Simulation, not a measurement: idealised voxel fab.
Title: Process Module voxel trench capacitor
Cross-section cut: width 245 nm, square cells of 5 nm.
Cross-sections here: square-cell grids, written as top-down lists of bands, a band being one or more rows of cells.
Band: top height; bottom height; in nm. Then, left to right: material with width in nm, for each material. "full width": a single material spanning edge to edge. "air": empty space.
Heights are measured from 0, the level below which the as-received wafer is all one material; the lowest band has no bottom and continues downward, written as in "z 0 and below".
It should be noted that a width expressed as "30..40" varies in equal increments from row to row of cells within the band, taking the value of the first number at the top row and that of the second number at the bottom row.
"nothing different" means the step left every cell of the cross-section as it was.
Enclosed voids (no open way to top), threshold 8 cells or more, entry "Sealed internal voids", notation width x height at distance, distance from left edge, nm.
Read whatever lies past the settings on a step's line as the simulator's own remark about the step.
The line of a step may include "overlay nm". On a step with a mask, this value is how far to the right of its planned place the mask lay. A negative value means the mask lay to the left.
**List of planned process steps**
1,RECEIVE with material Si
2,CONFORMAL_DEP with material SiN, thk nm 5
3,PATTERN with tone open, mask id TRENCH, material resist, width nm 25, pitch nm 50, thk nm 15, overlay nm 0
4,DIRECTIONAL_ETCH with etch materials SiN, depth nm 5
5,DIRECTIONAL_ETCH with etch materials Si, depth nm 40
6,STRIP with etch materials resist
7,CONFORMAL_DEP with material Al2O3, thk nm 5
8,CONFORMAL_DEP with material TiN, thk nm 5
9,FILL_DEP with material W, thk nm 10
10,CMP with height nm 5
**First of the two wafers, run per plan**
**Incoming wafer, cross-sectional view, post step 1**
- z 0 and below | Si full width
- Sealed internal voids: none
**Cross-section: wafer state after step 2**
- z 5 to 0 | SiN full width
- Below a height of 0, the structure has not been altered.
**Cross-section: wafer state after step 3**
- z 20 to 5 | resist=85; air=25; resist=25; air=25; resist=85
- Below a height of 5, the structure has not been altered.
**Cross-section: wafer state after step 4**
- z 20 to 5 | resist=85; air=25; resist=25; air=25; resist=85
- z 5 to 0 | SiN=85; air=25; SiN=25; air=25; SiN=85
- Below a height of 0, the structure has not been altered.
**Cross-section: wafer state after step 5**
- z 20 to 5 | resist=85; air=25; resist=25; air=25; resist=85
- z 5 to 0 | SiN=85; air=25; SiN=25; air=25; SiN=85
- z 0 to -40 | Si=85; air=25; Si=25; air=25; Si=85
- Below a height of -40, the structure has not been altered.
**Cross-section: wafer state after step 6**
- z 5 to 0 | SiN=85; air=25; SiN=25; air=25; SiN=85
- Below a height of 0, the structure has not been altered.
**Cross-section: wafer state after step 7**
- z 10 to 5 | Al2O3=90; air=15; Al2O3=35; air=15; Al2O3=90
- z 5 to 0 | SiN=85; Al2O3=5; air=15; Al2O3=5; SiN=25; Al2O3=5; air=15; Al2O3=5; SiN=85
- z 0 to -35 | Si=85; Al2O3=5; air=15; Al2O3=5; Si=25; Al2O3=5; air=15; Al2O3=5; Si=85
- z -35 to -40 | Si=85; Al2O3=25; Si=25; Al2O3=25; Si=85
- Below a height of -40, the structure has not been altered.
**Cross-section: wafer state after step 8**
- z 15 to 10 | TiN=95; air=5; TiN=45; air=5; TiN=95
- z 10 to 5 | Al2O3=90; TiN=5; air=5; TiN=5; Al2O3=35; TiN=5; air=5; TiN=5; Al2O3=90
- z 5 to 0 | SiN=85; Al2O3=5; TiN=5; air=5; TiN=5; Al2O3=5; SiN=25; Al2O3=5; TiN=5; air=5; TiN=5; Al2O3=5; SiN=85
- z 0 to -30 | Si=85; Al2O3=5; TiN=5; air=5; TiN=5; Al2O3=5; Si=25; Al2O3=5; TiN=5; air=5; TiN=5; Al2O3=5; Si=85
- z -30 to -35 | Si=85; Al2O3=5; TiN=15; Al2O3=5; Si=25; Al2O3=5; TiN=15; Al2O3=5; Si=85
- Below a height of -35, the structure has not been altered.
**Cross-section: wafer state after step 9**
- z 25 to 15 | W full width
- z 15 to 10 | TiN=95; W=5; TiN=45; W=5; TiN=95
- z 10 to 5 | Al2O3=90; TiN=5; W=5; TiN=5; Al2O3=35; TiN=5; W=5; TiN=5; Al2O3=90
- z 5 to 0 | SiN=85; Al2O3=5; TiN=5; W=5; TiN=5; Al2O3=5; SiN=25; Al2O3=5; TiN=5; W=5; TiN=5; Al2O3=5; SiN=85
- z 0 to -30 | Si=85; Al2O3=5; TiN=5; W=5; TiN=5; Al2O3=5; Si=25; Al2O3=5; TiN=5; W=5; TiN=5; Al2O3=5; Si=85
- Below a height of -30, the structure has not been altered.
**Cross-section: wafer state after step 10**
- z 5 to 0 | SiN=85; Al2O3=5; TiN=5; W=5; TiN=5; Al2O3=5; SiN=25; Al2O3=5; TiN=5; W=5; TiN=5; Al2O3=5; SiN=85
- Below a height of 0, the structure has not been altered.
**Wafer two. Same start, same plan, one slip in execution. Same as wafer one through step 6, inclusive**
**What the second wafer looks like in cross-section when step 7 should have wrapped up**
- z 20 to 5 | Al2O3 full width
- z 5 to 0 | SiN=85; Al2O3=25; SiN=25; Al2O3=25; SiN=85
- z 0 to -40 | Si=85; Al2O3=25; Si=25; Al2O3=25; Si=85
- Below a height of -40, the structure has not been altered.
**What the second wafer looks like in cross-section when step 8 should have wrapped up**
- z 25 to 20 | TiN full width
- Below a height of 20, the structure has not been altered.
**What the second wafer looks like in cross-section when step 9 should have wrapped up**
- z 35 to 25 | W full width
- Below a height of 25, the structure has not been altered.
**What the second wafer looks like in cross-section when step 10 should have wrapped up**
- z 5 to 0 | SiN=85; Al2O3=25; SiN=25; Al2O3=25; SiN=85
- Below a height of 0, the structure has not been altered.
what went wrong: off-plan run, step 7, actual operation and settings CONFORMAL_DEP with material Al2O3, thk nm 15
Final tally in cells, some materials are higher or lower on the second wafer than on the first: Al2O3: 48 more | TiN: 34 fewer | W: 14 fewer
